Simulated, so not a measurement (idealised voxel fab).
Presented below is a process module, voxel tone inversion.
Section shown: cut. Width: 210 nm. Cell size: 5 nm, square.
How to read a cross-section here: the picture is a grid of square cells, written as bands going from the top down, and any band can span one or more rows of cells.
Basically the band line says how high the top is and how high the bottom is, in nm, and then what's in it from left to right, every material with its width in nm. Empty space shows up as "empty", and if a single material carries "everywhere" it runs the full band edge to edge.
Heights from 0 (as-received wafer is one material below). Bottom band endless downward, as "z 0 and below".
The notation "30..40" denotes a width that varies across the rows of cells in the band, beginning at the first number in the top row, finishing at the second number in the bottom row, and changing by an identical amount from each row to the next.
Take "nothing changed" at face value: in the step it is given for, the cross-section changed in none of its cells.
Any empty space of 8 cells or more lacking an open way to the top shows up in "closed voids" as width x height at distance, distance from the left edge, in nm.
If you see something after the settings on a step's line, that's the simulator's own remark about that step.
The setting "overlay nm" may be written on the line of a step. When the step uses a mask, the value reports how far to the right of the planned place the mask lay, and a negative value reports that it lay to the left.

Set out below are the planned steps of the process:
| 1 | RECEIVE: material Si |
| 2 | CONFORMAL_DEP: material SiN, thk nm 5 |
| 3 | DIRECTIONAL_DEP: material polySi, thk nm 20 |
| 4 | PATTERN: tone cover, mask id POSTS, material resist, width nm 20, pitch nm 45, thk nm 30, overlay nm 0 |
| 5 | DIRECTIONAL_ETCH: etch materials polySi, depth nm 20 |
| 6 | STRIP: etch materials resist |
| 7 | FILL_DEP: material SiO2, thk nm 5 |
| 8 | CMP: height nm 25 |
| 9 | STRIP: etch materials polySi |
| 10 | CONFORMAL_DEP: material TiN, thk nm 5 |
| 11 | FILL_DEP: material Cu, thk nm 10 |
| 12 | CMP: height nm 15 |
| 13 | CONFORMAL_DEP: material SiN, thk nm 5 |
Be aware that, although all wafers share a common starting state, the height nm at step 12 differs among them, and the plan displays the first wafer's value.

Cross-section, first of several wafers, as delivered after step 1:
    z 0 and below = Si everywhere
    closed voids: none

Each row below is a wafer at the end of the module, listing for every material the number of cells it has gained (+) or lost (-) since it was received, followed by its closed voids:
height nm 15; +6 Cu; +84 SiN; +60 SiO2; +18 TiN; closed voids: none
height nm 20; +12 Cu; +84 SiN; +90 SiO2; +24 TiN; closed voids: none
height nm 25; +18 Cu; +84 SiN; +120 SiO2; +30 TiN; closed voids: none
height nm 30; +24 Cu; +84 SiN; +120 SiO2; +66 TiN; closed voids: none
height nm 35; +66 Cu; +84 SiN; +120 SiO2; +66 TiN; closed voids: none
height nm 40; +108 Cu; +84 SiN; +120 SiO2; +66 TiN; closed voids: none
